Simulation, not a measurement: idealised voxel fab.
Herein follows the process module entitled voxel gate over fins.
This is section cut - it's 190 nm across, gridded in 5 nm square cells.
In what follows, cross-sections appear as grids of square cells, described through bands that run from the top down, where every band is one or more rows of cells.
Heads up on the band format: heights come first, top then bottom, in nm. After that it's the materials left to right, each with its width in nm. A single material flagged "edge to edge" fills the whole band edge to edge, and "empty" means there's empty space there.
Basically, 0 is our baseline, since under it the wafer straight out of the box is all one material. The bottom band has no lower end and keeps on going down, so it looks like "z 0 and below".
Top row gets the first number, bottom row gets the second, and each row in between changes by the same step: that is how a band width like "30->40" works.
What does "remains unaltered" mean for a step? It means no cell of the cross-section changed in that step.
"Tabulated closed voids" specifies each empty space that is not open to the top and that occupies no fewer than 8 cells, using the form width x height at distance, the distance measured from the left edge and all three quantities in nm.
Step line, after settings: the simulator's comment on this step.
overlay nm: mask right of planned place by this much (step with mask). Neg. = left.
If you're wondering how to read the rest of this, here's the deal. It's pairs of cross-sections: one from before a process step, one from after it. The after one is only drawn as far down as the lowest band that changed. Right under each pair you'll see which step sits between them and what its settings were. Don't read the pairs as one continuous story, though. They can come from different runs of this module on the same starting wafer, and a pair only carries on from the one above it where its entry headed "Ahead of processing" says so.

Ahead of processing:
z 5 to 0 | empty (35), SiN (15), empty (10), SiO2 (15), empty (10), SiN (15), empty (35), SiN (15), empty (40)
z 0 to -20 | empty (35), Si (15), empty (10), SiO2 (15), empty (10), Si (15), empty (35), Si (15), empty (40)
z -20 to -25 | TiN (35), Si (15), TiN (10), SiO2 (15), TiN (10), Si (15), TiN (35), Si (15), TiN (40)
z -25 to -30 | SiO2 (35), Si (15), SiO2 (35), Si (15), SiO2 (35), Si (15), SiO2 (40)
z -30 and below | Si edge to edge
Tabulated closed voids: none

Step Result:
z 10 to 5 | SiO2 edge to edge
z 5 to 0 | SiO2 (35), SiN (15), SiO2 (35), SiN (15), SiO2 (35), SiN (15), SiO2 (40)
z 0 to -20 | SiO2 (35), Si (15), SiO2 (35), Si (15), SiO2 (35), Si (15), SiO2 (40)
Below -20 it's all the same as before, nothing changed down there.
Tabulated closed voids: none
Process step bridging the above cross-sections: FILL_DEP | material SiO2 | thk nm 5

Ahead of processing: the cross-section after the pair above

Step Result:
z 5 to 0 | SiO2 (35), SiN (15), SiO2 (35), SiN (15), SiO2 (35), SiN (15), SiO2 (40)
Below 0 it's all the same as before, nothing changed down there.
Tabulated closed voids: none
Process step bridging the above cross-sections: CMP | height nm 5

Ahead of processing: the cross-section after the pair above

Step Result:
z 5 to 0 | empty (35), SiN (15), empty (35), SiN (15), empty (35), SiN (15), empty (40)
z 0 to -10 | empty (35), Si (15), empty (35), Si (15), empty (35), Si (15), empty (40)
Below -10 it's all the same as before, nothing changed down there.
Tabulated closed voids: none
Process step bridging the above cross-sections: SELECTIVE_ETCH | etch materials SiO2 | depth nm 15

Ahead of processing: the cross-section after the pair above

Step Result:
z 0 to -10 | empty (35), Si (15), empty (35), Si (15), empty (35), Si (15), empty (40)
Below -10 it's all the same as before, nothing changed down there.
Tabulated closed voids: none
Process step bridging the above cross-sections: STRIP | etch materials SiN

Ahead of processing: the cross-section after the pair above

Step Result:
z 5 to 0 | empty (30), HfO2 (25), empty (25), HfO2 (25), empty (25), HfO2 (25), empty (35)
z 0 to -5 | empty (30), HfO2 (5), Si (15), HfO2 (5), empty (25), HfO2 (5), Si (15), HfO2 (5), empty (25), HfO2 (5), Si (15), HfO2 (5), empty (35)
z -5 to -10 | HfO2 (35), Si (15), HfO2 (35), Si (15), HfO2 (35), Si (15), HfO2 (40)
Below -10 it's all the same as before, nothing changed down there.
Tabulated closed voids: none
Process step bridging the above cross-sections: CONFORMAL_DEP | material HfO2 | thk nm 5

Ahead of processing: the cross-section after the pair above

Step Result:
z 10 to 5 | empty (25), TiN (35), empty (15), TiN (35), empty (15), TiN (35), empty (30)
z 5 to 0 | empty (25), TiN (5), HfO2 (25), TiN (5), empty (15), TiN (5), HfO2 (25), TiN (5), empty (15), TiN (5), HfO2 (25), TiN (5), empty (30)
z 0 to -5 | TiN (30), HfO2 (5), Si (15), HfO2 (5), TiN (25), HfO2 (5), Si (15), HfO2 (5), TiN (25), HfO2 (5), Si (15), HfO2 (5), TiN (35)
Below -5 it's all the same as before, nothing changed down there.
Tabulated closed voids: none
Process step bridging the above cross-sections: CONFORMAL_DEP | material TiN | thk nm 5

Ahead of processing: the cross-section after the pair above

Step Result:
z 25 to 10 | W edge to edge
z 10 to 5 | W (25), TiN (35), W (15), TiN (35), W (15), TiN (35), W (30)
z 5 to 0 | W (25), TiN (5), HfO2 (25), TiN (5), W (15), TiN (5), HfO2 (25), TiN (5), W (15), TiN (5), HfO2 (25), TiN (5), W (30)
Below 0 it's all the same as before, nothing changed down there.
Tabulated closed voids: none
Process step bridging the above cross-sections: FILL_DEP | material W | thk nm 15

Ahead of processing: the cross-section after the pair above

Step Result:
z 20 to 10 | W edge to edge
Below 10 it's all the same as before, nothing changed down there.
Tabulated closed voids: none
Process step bridging the above cross-sections: CMP | height nm 20

Ahead of processing: the cross-section after the pair above

Step Result:
z 25 to 20 | SiCN edge to edge
Below 20 it's all the same as before, nothing changed down there.
Tabulated closed voids: none
Process step bridging the above cross-sections: CONFORMAL_DEP | material SiCN | thk nm 5
